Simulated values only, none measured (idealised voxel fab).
process module | voxel transistor to metal
cross-section cut | 150 nm wide | cells 5 nm
A cross-section is a grid of square cells, given in bands from the top down. A band is one or more rows of cells.
Each band's line starts with the height of the band's top and of its bottom, in nm. Then come its materials from left to right, each with its width in nm. One material with "throughout" fills the band from edge to edge. "air" is empty space.
Height 0 is the level under which the wafer as received is all one material. The lowest band goes on downwards, as in "0 down".
A width such as "30 to 40" changes by the same amount from each row of cells to the next, from the band's top row to its bottom row.
"no change" after a step means that no cell of the cross-section changed.
closed voids: empty space of 8 cells or more with no open way to the top, each as width x height at its distance from the left edge, in nm
after a step's settings: what the simulator itself notes on the step
overlay nm, on a step with a mask: how far to the right of its planned place the mask lay; to the left if negative
plan
1 op RECEIVE | material Si
2 op CONFORMAL_DEP | material SiO2 | thk nm 5
3 op CONFORMAL_DEP | material SiN | thk nm 15
4 op DIRECTIONAL_DEP | material aC | thk nm 5
5 op PATTERN | tone cover | mask id ACTIVE | material resist | width nm 105 | thk nm 30 | overlay nm 0
6 op DIRECTIONAL_ETCH | etch materials aC | depth nm 10
7 op STRIP | etch materials resist
8 op DIRECTIONAL_ETCH | etch materials SiN | depth nm 15
9 op DIRECTIONAL_ETCH | etch materials SiO2 | depth nm 5
10 op DIRECTIONAL_ETCH | etch materials Si | depth nm 35
11 op STRIP | etch materials aC
12 op OXIDIZE | depth nm 5
13 op FILL_DEP | material SiO2 | thk nm 5
14 op CMP | height nm 20
15 op SELECTIVE_ETCH | etch materials SiO2 | depth nm 5
16 op STRIP | etch materials SiN
17 op SELECTIVE_ETCH | etch materials SiO2 | depth nm 5
18 op OXIDIZE | depth nm 5
19 op DIRECTIONAL_DEP | material polySi | thk nm 20
20 op DIRECTIONAL_DEP | material SiCN | thk nm 15
21 op MASKED_ETCH | tone cover | mask id GATE | width nm 25 | etch materials SiCN | depth nm 25 | overlay nm 0
22 op MASKED_ETCH | tone cover | mask id GATE | width nm 25 | etch materials polySi | depth nm 30 | overlay nm 0
23 op CONFORMAL_DEP | material SiO2 | thk nm 5
24 op DIRECTIONAL_ETCH | etch materials SiO2 | depth nm 5
25 op CONFORMAL_DEP | material SiN | thk nm 5
26 op DIRECTIONAL_ETCH | etch materials SiN | depth nm 5
27 op DIRECTIONAL_ETCH | etch materials SiO2 | depth nm 5
28 op DIRECTIONAL_ETCH | etch materials Si | depth nm 10
29 op EPI | material pSi | thk nm 15
30 op FILL_DEP | material SiO2 | thk nm 10
31 op CMP | height nm 35
32 op DIRECTIONAL_DEP | material SiO2 | thk nm 10
33 op PATTERN | tone open | mask id CONTACT | material resist | width nm 30 | pitch nm 65 | thk nm 15 | overlay nm 0
34 op DIRECTIONAL_ETCH | etch materials SiO2 | depth nm 45
35 op STRIP | etch materials resist
36 op CONFORMAL_DEP | material TiN | thk nm 5
37 op FILL_DEP | material W | thk nm 5
38 op CMP | height nm 45
39 op DIRECTIONAL_DEP | material TiN | thk nm 5
40 op DIRECTIONAL_DEP | material W | thk nm 15
41 op PATTERN | tone cover | mask id METAL_1 | material resist | width nm 20 | pitch nm 75 | thk nm 20 | overlay nm 0
42 op DIRECTIONAL_ETCH | etch materials W | depth nm 15
43 op DIRECTIONAL_ETCH | etch materials TiN | depth nm 5
44 op STRIP | etch materials resist
45 op FILL_DEP | material lowk | thk nm 10
46 op CMP | height nm 65
47 op CONFORMAL_DEP | material SiCN | thk nm 5
varied across the wafers: thk nm of step 4. The plan shows the first wafer's value. All wafers start alike
first wafer as received, after step 1
  0 down: Si throughout
  closed voids: none
first wafer at the end, after step 47
  70 to 65: SiCN throughout
  65 to 50: lowk 25 | W 20 | lowk 55 | W 20 | lowk 30
  50 to 45: lowk 25 | TiN 20 | lowk 55 | TiN 20 | lowk 30
  45 to 35: SiO2 25 | TiN 5 | W 20 to 15 | TiN 5 to 10 | SiO2 35 | TiN 5 to 10 | W 20 to 15 | TiN 5 | SiO2 30
  35 to 20: SiO2 25 | TiN 5 | W 15 | TiN 5 | SiN 5 | SiO2 5 | SiCN 25 | SiO2 5 | SiN 5 | TiN 5 | W 15 | TiN 5 | SiO2 30
  20 to 15: SiO2 25 | TiN 5 | W 15 | TiN 5 | SiN 5 | SiO2 5 | polySi 25 | SiO2 5 | SiN 5 | TiN 5 | W 15 | TiN 5 | SiO2 30
  15 to 10: SiO2 25 | TiN 25 | SiN 5 | SiO2 5 | polySi 25 | SiO2 5 | SiN 5 | TiN 25 | SiO2 30
  10 to 0: SiO2 20 | SiN 5 | TiN 10 | pSi 15 | SiN 5 | SiO2 5 | polySi 25 | SiO2 5 | SiN 5 | pSi 15 | TiN 10 | SiN 5 | SiO2 25
  0 to -5: SiO2 25 | pSi 25 | SiO2 45 | pSi 25 | SiO2 30
  -5 to -15: SiO2 25 | pSi 25 | Si 45 | pSi 25 | SiO2 30
  -15 to -40: SiO2 25 | Si 95 | SiO2 30
  -40 down: Si throughout
  closed voids: none
last wafer at the end
  70 to 65: SiCN throughout
  65 to 50: lowk 25 | W 20 | lowk 55 | W 20 | lowk 30
  50 to 45: lowk 25 | TiN 20 | lowk 55 | TiN 20 | lowk 30
  45 to 35: SiO2 25 | TiN 5 | W 20 to 15 | TiN 5 to 10 | SiO2 35 | TiN 5 to 10 | W 20 to 15 | TiN 5 | SiO2 30
  35 to 20: SiO2 25 | TiN 5 | W 15 | TiN 5 | SiN 5 | SiO2 5 | SiCN 25 | SiO2 5 | SiN 5 | TiN 5 | W 15 | TiN 5 | SiO2 30
  20 to 15: SiO2 25 | TiN 5 | W 15 | TiN 5 | SiN 5 | SiO2 5 | polySi 25 | SiO2 5 | SiN 5 | TiN 5 | W 15 | TiN 5 | SiO2 30
  15 to 10: SiO2 25 | TiN 25 | SiN 5 | SiO2 5 | polySi 25 | SiO2 5 | SiN 5 | TiN 25 | SiO2 30
  10 to 0: SiO2 25 | TiN 10 | pSi 15 | SiN 5 | SiO2 5 | polySi 25 | SiO2 5 | SiN 5 | pSi 15 | TiN 10 | SiO2 30
  0 to -5: pSi 50 | SiO2 45 | pSi 55
  -5 to -15: pSi 50 | Si 45 | pSi 55
  -15 down: Si throughout
  closed voids: none
each wafer at the end: cells of each material gained (+) or lost (-) since it was received, then its closed voids
thk nm 5 | -127 Si | +45 SiCN | +18 SiN | +220 SiO2 | +52 TiN | +62 W | +88 lowk | +42 pSi | +20 polySi | closed voids: none
thk nm 10 | -127 Si | +45 SiCN | +18 SiN | +220 SiO2 | +52 TiN | +62 W | +88 lowk | +42 pSi | +20 polySi | closed voids: none
thk nm 15 | -72 Si | +45 SiCN | +14 SiN | +136 SiO2 | +52 TiN | +62 W | +88 lowk | +75 pSi | +20 polySi | closed voids: none
thk nm 20 | -72 Si | +45 SiCN | +14 SiN | +136 SiO2 | +52 TiN | +62 W | +88 lowk | +75 pSi | +20 polySi | closed voids: none
thk nm 25 | -72 Si | +45 SiCN | +14 SiN | +136 SiO2 | +52 TiN | +62 W | +88 lowk | +75 pSi | +20 polySi | closed voids: none
